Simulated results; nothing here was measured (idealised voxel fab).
The following process module bears the name voxel wiring stack.
FYI the section here is cut, 175 nm wide, cells are 5 nm squares.
We lay out every cross-section as a grid of square cells and spell it out in bands from the top down, where one band means one or more rows of cells.
It is stipulated that each band's entry specify, in nanometres, the height of the top of the band and then that of its bottom, followed by the materials of the band in left-to-right sequence, each together with its width in nanometres. A single material marked by the word "edge to edge" is understood to fill the band from edge to edge; the word "air" is understood to denote empty space.
Heights are expressed relative to 0, this being the level below which the as-received wafer comprises one material exclusively. The lowest band is unbounded in the downward direction and is denoted as in "top 0, no bottom".
Read "30 to 40" as a graded width: first number on top, second number at the bottom, same change between each pair of neighbouring rows.
Key: "nothing changed" - step with no changed cell in the cross-section.
The label "Catalogued sealed voids" introduces a list of the empty spaces, 8 cells or larger, that have no open way up to the top; each entry in it reads width x height at distance, where the distance is taken from the left edge and all three are stated in nm.
Heads up: the bit after the settings on a step's line is the simulator's remark on that step.
"overlay nm", when on a step's line for a step with a mask, measures how far to the right of its planned place the mask lay; a negative measure means to the left.

**Planned step list for the process**
1 RECEIVE,material Si
2 CONFORMAL_DEP,material SiO2,thk nm 15
3 DIRECTIONAL_DEP,material TiN,thk nm 5
4 DIRECTIONAL_DEP,material Ru,thk nm 25
5 DIRECTIONAL_DEP,material aC,thk nm 15
6 PATTERN,tone cover,mask id METAL_1,material resist,width nm 30,pitch nm 50,thk nm 30,overlay nm 0
7 DIRECTIONAL_ETCH,etch materials aC,depth nm 15
8 STRIP,etch materials resist
9 DIRECTIONAL_ETCH,etch materials Ru,depth nm 25
10 DIRECTIONAL_ETCH,etch materials TiN,depth nm 5
11 STRIP,etch materials aC
12 FILL_DEP,material lowk,thk nm 10
13 CMP,height nm 45
14 CONFORMAL_DEP,material SiCN,thk nm 5
15 DIRECTIONAL_DEP,material SiO2,thk nm 30
16 MASKED_ETCH,tone open,mask id METAL_2,width nm 30,pitch nm 50,etch materials SiO2,depth nm 15,overlay nm 0
17 PATTERN,tone open,mask id METAL_2_HOLES,material resist,width nm 15,pitch nm 50,thk nm 20,overlay nm 0
18 DIRECTIONAL_ETCH,etch materials SiO2,depth nm 15
19 DIRECTIONAL_ETCH,etch materials SiCN,depth nm 5
20 STRIP,etch materials resist
21 CONFORMAL_DEP,material TiN,thk nm 5
22 FILL_DEP,material Ru,thk nm 10
23 CMP,height nm 80
24 CONFORMAL_DEP,material SiCN,thk nm 5
25 DIRECTIONAL_DEP,material lowk,thk nm 10
26 PATTERN,tone open,mask id PLUG_2,material resist,width nm 15,thk nm 20,overlay nm 0
27 DIRECTIONAL_ETCH,etch materials lowk,depth nm 10
28 DIRECTIONAL_ETCH,etch materials SiCN,depth nm 5
29 STRIP,etch materials resist
30 EPI,material Ru,thk nm 10
31 EPI,material Ru,thk nm 5
32 DIRECTIONAL_DEP,material TiN,thk nm 5
33 DIRECTIONAL_DEP,material Ru,thk nm 20
34 DIRECTIONAL_DEP,material aC,thk nm 10
35 PATTERN,tone cover,mask id METAL_3,material resist,width nm 30,pitch nm 50,thk nm 30,overlay nm 0
36 DIRECTIONAL_ETCH,etch materials aC,depth nm 10
37 STRIP,etch materials resist
38 DIRECTIONAL_ETCH,etch materials Ru,depth nm 20
39 DIRECTIONAL_ETCH,etch materials TiN,depth nm 5
40 STRIP,etch materials aC
41 FILL_DEP,material lowk,thk nm 5
42 CMP,height nm 120
43 CONFORMAL_DEP,material SiCN,thk nm 5

**First wafer out of two, processed as planned**

**Wafer cross-section on receipt, i.e. after step 1**
> top 0, no bottom | Si edge to edge
> Catalogued sealed voids: none

**How the wafer stands in section after step 2**
> top 15, bottom 0 | SiO2 edge to edge
> Unchanged below 0.

**How the wafer stands in section after step 3**
> top 20, bottom 15 | TiN edge to edge
> Unchanged below 15.

**How the wafer stands in section after step 4**
> top 45, bottom 20 | Ru edge to edge
> Unchanged below 20.

**How the wafer stands in section after step 5**
> top 60, bottom 45 | aC edge to edge
> Unchanged below 45.

**How the wafer stands in section after step 6**
> top 90, bottom 60 | air: 45  resist: 30  air: 20  resist: 30  air: 50
> Unchanged below 60.

**How the wafer stands in section after step 7**
> top 75, bottom 60 | air: 45  resist: 30  air: 20  resist: 30  air: 50
> top 60, bottom 45 | air: 45  aC: 30  air: 20  aC: 30  air: 50
> Unchanged below 45.

**How the wafer stands in section after step 8**
> top 60, bottom 45 | air: 45  aC: 30  air: 20  aC: 30  air: 50
> Unchanged below 45.

**How the wafer stands in section after step 9**
> top 60, bottom 45 | air: 45  aC: 30  air: 20  aC: 30  air: 50
> top 45, bottom 20 | air: 45  Ru: 30  air: 20  Ru: 30  air: 50
> Unchanged below 20.

**How the wafer stands in section after step 10**
> top 60, bottom 45 | air: 45  aC: 30  air: 20  aC: 30  air: 50
> top 45, bottom 20 | air: 45  Ru: 30  air: 20  Ru: 30  air: 50
> top 20, bottom 15 | air: 45  TiN: 30  air: 20  TiN: 30  air: 50
> Unchanged below 15.

**How the wafer stands in section after step 11**
> top 45, bottom 20 | air: 45  Ru: 30  air: 20  Ru: 30  air: 50
> Unchanged below 20.

**How the wafer stands in section after step 12**
> top 55, bottom 45 | lowk edge to edge
> top 45, bottom 20 | lowk: 45  Ru: 30  lowk: 20  Ru: 30  lowk: 50
> top 20, bottom 15 | lowk: 45  TiN: 30  lowk: 20  TiN: 30  lowk: 50
> Unchanged below 15.

**How the wafer stands in section after step 13**
> top 45, bottom 20 | lowk: 45  Ru: 30  lowk: 20  Ru: 30  lowk: 50
> Unchanged below 20.

**How the wafer stands in section after step 14**
> top 50, bottom 45 | SiCN edge to edge
> Unchanged below 45.

**How the wafer stands in section after step 15**
> top 80, bottom 50 | SiO2 edge to edge
> Unchanged below 50.

**How the wafer stands in section after step 16**
> top 80, bottom 65 | SiO2: 45  air: 30  SiO2: 20  air: 30  SiO2: 50
> Unchanged below 65.

**How the wafer stands in section after step 17**
> top 100, bottom 80 | resist: 45  air: 15  resist: 35  air: 15  resist: 65
> top 80, bottom 65 | SiO2: 45  air: 15  resist: 15  SiO2: 20  air: 15  resist: 15  SiO2: 50
> Unchanged below 65.

**How the wafer stands in section after step 18**
> top 100, bottom 80 | resist: 45  air: 15  resist: 35  air: 15  resist: 65
> top 80, bottom 65 | SiO2: 45  air: 15  resist: 15  SiO2: 20  air: 15  resist: 15  SiO2: 50
> top 65, bottom 50 | SiO2: 45  air: 15  SiO2: 35  air: 15  SiO2: 65
> Unchanged below 50.

**How the wafer stands in section after step 19**
> top 100, bottom 80 | resist: 45  air: 15  resist: 35  air: 15  resist: 65
> top 80, bottom 65 | SiO2: 45  air: 15  resist: 15  SiO2: 20  air: 15  resist: 15  SiO2: 50
> top 65, bottom 50 | SiO2: 45  air: 15  SiO2: 35  air: 15  SiO2: 65
> top 50, bottom 45 | SiCN: 45  air: 15  SiCN: 35  air: 15  SiCN: 65
> Unchanged below 45.

**How the wafer stands in section after step 20**
> top 80, bottom 65 | SiO2: 45  air: 30  SiO2: 20  air: 30  SiO2: 50
> Unchanged below 65.

**How the wafer stands in section after step 21**
> top 85, bottom 80 | TiN: 50  air: 20  TiN: 30  air: 20  TiN: 55
> top 80, bottom 70 | SiO2: 45  TiN: 5  air: 20  TiN: 5  SiO2: 20  TiN: 5  air: 20  TiN: 5  SiO2: 50
> top 70, bottom 65 | SiO2: 45  TiN: 5  air: 5  TiN: 20  SiO2: 20  TiN: 5  air: 5  TiN: 20  SiO2: 50
> top 65, bottom 50 | SiO2: 45  TiN: 5  air: 5  TiN: 5  SiO2: 35  TiN: 5  air: 5  TiN: 5  SiO2: 65
> top 50, bottom 45 | SiCN: 45  TiN: 15  SiCN: 35  TiN: 15  SiCN: 65
> Unchanged below 45.

**How the wafer stands in section after step 22**
> top 95, bottom 85 | Ru edge to edge
> top 85, bottom 80 | TiN: 50  Ru: 20  TiN: 30  Ru: 20  TiN: 55
> top 80, bottom 70 | SiO2: 45  TiN: 5  Ru: 20  TiN: 5  SiO2: 20  TiN: 5  Ru: 20  TiN: 5  SiO2: 50
> top 70, bottom 65 | SiO2: 45  TiN: 5  Ru: 5  TiN: 20  SiO2: 20  TiN: 5  Ru: 5  TiN: 20  SiO2: 50
> top 65, bottom 50 | SiO2: 45  TiN: 5  Ru: 5  TiN: 5  SiO2: 35  TiN: 5  Ru: 5  TiN: 5  SiO2: 65
> Unchanged below 50.

**How the wafer stands in section after step 23**
> top 80, bottom 70 | SiO2: 45  TiN: 5  Ru: 20  TiN: 5  SiO2: 20  TiN: 5  Ru: 20  TiN: 5  SiO2: 50
> Unchanged below 70.

**How the wafer stands in section after step 24**
> top 85, bottom 80 | SiCN edge to edge
> Unchanged below 80.

**How the wafer stands in section after step 25**
> top 95, bottom 85 | lowk edge to edge
> Unchanged below 85.

**How the wafer stands in section after step 26**
> top 115, bottom 95 | resist: 45  air: 15  resist: 115
> Unchanged below 95.

**How the wafer stands in section after step 27**
> top 115, bottom 95 | resist: 45  air: 15  resist: 115
> top 95, bottom 85 | lowk: 45  air: 15  lowk: 115
> Unchanged below 85.

**How the wafer stands in section after step 28**
> top 115, bottom 95 | resist: 45  air: 15  resist: 115
> top 95, bottom 85 | lowk: 45  air: 15  lowk: 115
> top 85, bottom 80 | SiCN: 45  air: 15  SiCN: 115
> Unchanged below 80.

**How the wafer stands in section after step 29**
> top 95, bottom 85 | lowk: 45  air: 15  lowk: 115
> Unchanged below 85.

**How the wafer stands in section after step 30**
> top 95, bottom 90 | lowk: 45  air: 15  lowk: 115
> top 90, bottom 85 | lowk: 45  Ru: 15  lowk: 115
> top 85, bottom 80 | SiCN: 45  Ru: 15  SiCN: 115
> Unchanged below 80.

**How the wafer stands in section after step 31**
> top 95, bottom 85 | lowk: 45  Ru: 15  lowk: 115
> Unchanged below 85.

**How the wafer stands in section after step 32**
> top 100, bottom 95 | TiN edge to edge
> Unchanged below 95.

**How the wafer stands in section after step 33**
> top 120, bottom 100 | Ru edge to edge
> Unchanged below 100.

**How the wafer stands in section after step 34**
> top 130, bottom 120 | aC edge to edge
> Unchanged below 120.

**How the wafer stands in section after step 35**
> top 160, bottom 130 | air: 45  resist: 30  air: 20  resist: 30  air: 50
> Unchanged below 130.

**How the wafer stands in section after step 36**
> top 150, bottom 130 | air: 45  resist: 30  air: 20  resist: 30  air: 50
> top 130, bottom 120 | air: 45  aC: 30  air: 20  aC: 30  air: 50
> Unchanged below 120.

**How the wafer stands in section after step 37**
> top 130, bottom 120 | air: 45  aC: 30  air: 20  aC: 30  air: 50
> Unchanged below 120.

**How the wafer stands in section after step 38**
> top 130, bottom 120 | air: 45  aC: 30  air: 20  aC: 30  air: 50
> top 120, bottom 100 | air: 45  Ru: 30  air: 20  Ru: 30  air: 50
> Unchanged below 100.

**How the wafer stands in section after step 39**
> top 130, bottom 120 | air: 45  aC: 30  air: 20  aC: 30  air: 50
> top 120, bottom 100 | air: 45  Ru: 30  air: 20  Ru: 30  air: 50
> top 100, bottom 95 | air: 45  TiN: 30  air: 20  TiN: 30  air: 50
> Unchanged below 95.

**How the wafer stands in section after step 40**
> top 120, bottom 100 | air: 45  Ru: 30  air: 20  Ru: 30  air: 50
> Unchanged below 100.

**How the wafer stands in section after step 41**
> top 125, bottom 120 | lowk edge to edge
> top 120, bottom 100 | lowk: 45  Ru: 30  lowk: 20  Ru: 30  lowk: 50
> top 100, bottom 95 | lowk: 45  TiN: 30  lowk: 20  TiN: 30  lowk: 50
> Unchanged below 95.

**How the wafer stands in section after step 42**
> top 120, bottom 100 | lowk: 45  Ru: 30  lowk: 20  Ru: 30  lowk: 50
> Unchanged below 100.

**How the wafer stands in section after step 43**
> top 125, bottom 120 | SiCN edge to edge
> Unchanged below 120.

**The second wafer began exactly as the first did and followed the same plan, but one mistake was made while running it; through step 1 inclusive, the two wafers are identical**

**Cross-section, second wafer, at the end time the plan gives for step 2**
> top 30, bottom 0 | SiO2 edge to edge
> Unchanged below 0.

**Cross-section, second wafer, at the end time the plan gives for step 3**
> top 35, bottom 30 | TiN edge to edge
> Unchanged below 30.

**Cross-section, second wafer, at the end time the plan gives for step 4**
> top 60, bottom 35 | Ru edge to edge
> Unchanged below 35.

**Cross-section, second wafer, at the end time the plan gives for step 5**
> top 75, bottom 60 | aC edge to edge
> Unchanged below 60.

**Cross-section, second wafer, at the end time the plan gives for step 6**
> top 105, bottom 75 | air: 45  resist: 30  air: 20  resist: 30  air: 50
> Unchanged below 75.

**Cross-section, second wafer, at the end time the plan gives for step 7**
> top 90, bottom 75 | air: 45  resist: 30  air: 20  resist: 30  air: 50
> top 75, bottom 60 | air: 45  aC: 30  air: 20  aC: 30  air: 50
> Unchanged below 60.

**Cross-section, second wafer, at the end time the plan gives for step 8**
> top 75, bottom 60 | air: 45  aC: 30  air: 20  aC: 30  air: 50
> Unchanged below 60.

**Cross-section, second wafer, at the end time the plan gives for step 9**
> top 75, bottom 60 | air: 45  aC: 30  air: 20  aC: 30  air: 50
> top 60, bottom 35 | air: 45  Ru: 30  air: 20  Ru: 30  air: 50
> Unchanged below 35.

**Cross-section, second wafer, at the end time the plan gives for step 10**
> top 75, bottom 60 | air: 45  aC: 30  air: 20  aC: 30  air: 50
> top 60, bottom 35 | air: 45  Ru: 30  air: 20  Ru: 30  air: 50
> top 35, bottom 30 | air: 45  TiN: 30  air: 20  TiN: 30  air: 50
> Unchanged below 30.

**Cross-section, second wafer, at the end time the plan gives for step 11**
> top 60, bottom 35 | air: 45  Ru: 30  air: 20  Ru: 30  air: 50
> Unchanged below 35.

**Cross-section, second wafer, at the end time the plan gives for step 12**
> top 70, bottom 60 | lowk edge to edge
> top 60, bottom 35 | lowk: 45  Ru: 30  lowk: 20  Ru: 30  lowk: 50
> top 35, bottom 30 | lowk: 45  TiN: 30  lowk: 20  TiN: 30  lowk: 50
> Unchanged below 30.

**Cross-section, second wafer, at the end time the plan gives for step 13**
> top 45, bottom 35 | lowk: 45  Ru: 30  lowk: 20  Ru: 30  lowk: 50
> Unchanged below 35.

**Cross-section, second wafer, at the end time the plan gives for step 14**
> top 50, bottom 45 | SiCN edge to edge
> Unchanged below 45.

**Cross-section, second wafer, at the end time the plan gives for step 15**
> top 80, bottom 50 | SiO2 edge to edge
> Unchanged below 50.

**Cross-section, second wafer, at the end time the plan gives for step 16**
> top 80, bottom 65 | SiO2: 45  air: 30  SiO2: 20  air: 30  SiO2: 50
> Unchanged below 65.

**Cross-section, second wafer, at the end time the plan gives for step 17**
> top 100, bottom 80 | resist: 45  air: 15  resist: 35  air: 15  resist: 65
> top 80, bottom 65 | SiO2: 45  air: 15  resist: 15  SiO2: 20  air: 15  resist: 15  SiO2: 50
> Unchanged below 65.

**Cross-section, second wafer, at the end time the plan gives for step 18**
> top 100, bottom 80 | resist: 45  air: 15  resist: 35  air: 15  resist: 65
> top 80, bottom 65 | SiO2: 45  air: 15  resist: 15  SiO2: 20  air: 15  resist: 15  SiO2: 50
> top 65, bottom 50 | SiO2: 45  air: 15  SiO2: 35  air: 15  SiO2: 65
> Unchanged below 50.

**Cross-section, second wafer, at the end time the plan gives for step 19**
> top 100, bottom 80 | resist: 45  air: 15  resist: 35  air: 15  resist: 65
> top 80, bottom 65 | SiO2: 45  air: 15  resist: 15  SiO2: 20  air: 15  resist: 15  SiO2: 50
> top 65, bottom 50 | SiO2: 45  air: 15  SiO2: 35  air: 15  SiO2: 65
> top 50, bottom 45 | SiCN: 45  air: 15  SiCN: 35  air: 15  SiCN: 65
> Unchanged below 45.

**Cross-section, second wafer, at the end time the plan gives for step 20**
> top 80, bottom 65 | SiO2: 45  air: 30  SiO2: 20  air: 30  SiO2: 50
> Unchanged below 65.

**Cross-section, second wafer, at the end time the plan gives for step 21**
> top 85, bottom 80 | TiN: 50  air: 20  TiN: 30  air: 20  TiN: 55
> top 80, bottom 70 | SiO2: 45  TiN: 5  air: 20  TiN: 5  SiO2: 20  TiN: 5  air: 20  TiN: 5  SiO2: 50
> top 70, bottom 65 | SiO2: 45  TiN: 5  air: 5  TiN: 20  SiO2: 20  TiN: 5  air: 5  TiN: 20  SiO2: 50
> top 65, bottom 50 | SiO2: 45  TiN: 5  air: 5  TiN: 5  SiO2: 35  TiN: 5  air: 5  TiN: 5  SiO2: 65
> top 50, bottom 45 | SiCN: 45  TiN: 15  SiCN: 35  TiN: 15  SiCN: 65
> Unchanged below 45.

**Cross-section, second wafer, at the end time the plan gives for step 22**
> top 95, bottom 85 | Ru edge to edge
> top 85, bottom 80 | TiN: 50  Ru: 20  TiN: 30  Ru: 20  TiN: 55
> top 80, bottom 70 | SiO2: 45  TiN: 5  Ru: 20  TiN: 5  SiO2: 20  TiN: 5  Ru: 20  TiN: 5  SiO2: 50
> top 70, bottom 65 | SiO2: 45  TiN: 5  Ru: 5  TiN: 20  SiO2: 20  TiN: 5  Ru: 5  TiN: 20  SiO2: 50
> top 65, bottom 50 | SiO2: 45  TiN: 5  Ru: 5  TiN: 5  SiO2: 35  TiN: 5  Ru: 5  TiN: 5  SiO2: 65
> Unchanged below 50.

**Cross-section, second wafer, at the end time the plan gives for step 23**
> top 80, bottom 70 | SiO2: 45  TiN: 5  Ru: 20  TiN: 5  SiO2: 20  TiN: 5  Ru: 20  TiN: 5  SiO2: 50
> Unchanged below 70.

**Cross-section, second wafer, at the end time the plan gives for step 24**
> top 85, bottom 80 | SiCN edge to edge
> Unchanged below 80.

**Cross-section, second wafer, at the end time the plan gives for step 25**
> top 95, bottom 85 | lowk edge to edge
> Unchanged below 85.

**Cross-section, second wafer, at the end time the plan gives for step 26**
> top 115, bottom 95 | resist: 45  air: 15  resist: 115
> Unchanged below 95.

**Cross-section, second wafer, at the end time the plan gives for step 27**
> top 115, bottom 95 | resist: 45  air: 15  resist: 115
> top 95, bottom 85 | lowk: 45  air: 15  lowk: 115
> Unchanged below 85.

**Cross-section, second wafer, at the end time the plan gives for step 28**
> top 115, bottom 95 | resist: 45  air: 15  resist: 115
> top 95, bottom 85 | lowk: 45  air: 15  lowk: 115
> top 85, bottom 80 | SiCN: 45  air: 15  SiCN: 115
> Unchanged below 80.

**Cross-section, second wafer, at the end time the plan gives for step 29**
> top 95, bottom 85 | lowk: 45  air: 15  lowk: 115
> Unchanged below 85.

**Cross-section, second wafer, at the end time the plan gives for step 30**
> top 95, bottom 90 | lowk: 45  air: 15  lowk: 115
> top 90, bottom 85 | lowk: 45  Ru: 15  lowk: 115
> top 85, bottom 80 | SiCN: 45  Ru: 15  SiCN: 115
> Unchanged below 80.

**Cross-section, second wafer, at the end time the plan gives for step 31**
> top 95, bottom 85 | lowk: 45  Ru: 15  lowk: 115
> Unchanged below 85.

**Cross-section, second wafer, at the end time the plan gives for step 32**
> top 100, bottom 95 | TiN edge to edge
> Unchanged below 95.

**Cross-section, second wafer, at the end time the plan gives for step 33**
> top 120, bottom 100 | Ru edge to edge
> Unchanged below 100.

**Cross-section, second wafer, at the end time the plan gives for step 34**
> top 130, bottom 120 | aC edge to edge
> Unchanged below 120.

**Cross-section, second wafer, at the end time the plan gives for step 35**
> top 160, bottom 130 | air: 45  resist: 30  air: 20  resist: 30  air: 50
> Unchanged below 130.

**Cross-section, second wafer, at the end time the plan gives for step 36**
> top 150, bottom 130 | air: 45  resist: 30  air: 20  resist: 30  air: 50
> top 130, bottom 120 | air: 45  aC: 30  air: 20  aC: 30  air: 50
> Unchanged below 120.

**Cross-section, second wafer, at the end time the plan gives for step 37**
> top 130, bottom 120 | air: 45  aC: 30  air: 20  aC: 30  air: 50
> Unchanged below 120.

**Cross-section, second wafer, at the end time the plan gives for step 38**
> top 130, bottom 120 | air: 45  aC: 30  air: 20  aC: 30  air: 50
> top 120, bottom 100 | air: 45  Ru: 30  air: 20  Ru: 30  air: 50
> Unchanged below 100.

**Cross-section, second wafer, at the end time the plan gives for step 39**
> top 130, bottom 120 | air: 45  aC: 30  air: 20  aC: 30  air: 50
> top 120, bottom 100 | air: 45  Ru: 30  air: 20  Ru: 30  air: 50
> top 100, bottom 95 | air: 45  TiN: 30  air: 20  TiN: 30  air: 50
> Unchanged below 95.

**Cross-section, second wafer, at the end time the plan gives for step 40**
> top 120, bottom 100 | air: 45  Ru: 30  air: 20  Ru: 30  air: 50
> Unchanged below 100.

**Cross-section, second wafer, at the end time the plan gives for step 41**
> top 125, bottom 120 | lowk edge to edge
> top 120, bottom 100 | lowk: 45  Ru: 30  lowk: 20  Ru: 30  lowk: 50
> top 100, bottom 95 | lowk: 45  TiN: 30  lowk: 20  TiN: 30  lowk: 50
> Unchanged below 95.

**Cross-section, second wafer, at the end time the plan gives for step 42**
> top 120, bottom 100 | lowk: 45  Ru: 30  lowk: 20  Ru: 30  lowk: 50
> Unchanged below 100.

**Cross-section, second wafer, at the end time the plan gives for step 43**
> top 125, bottom 120 | SiCN edge to edge
> Unchanged below 120.
What broke from the plan during processing? it should be noted that step 2 of the plan was executed twice
Heads up, by the end the second wafer has more or fewer cells of some materials compared to the first: 36 fewer of Ru, 105 more of SiO2, 69 fewer of lowk
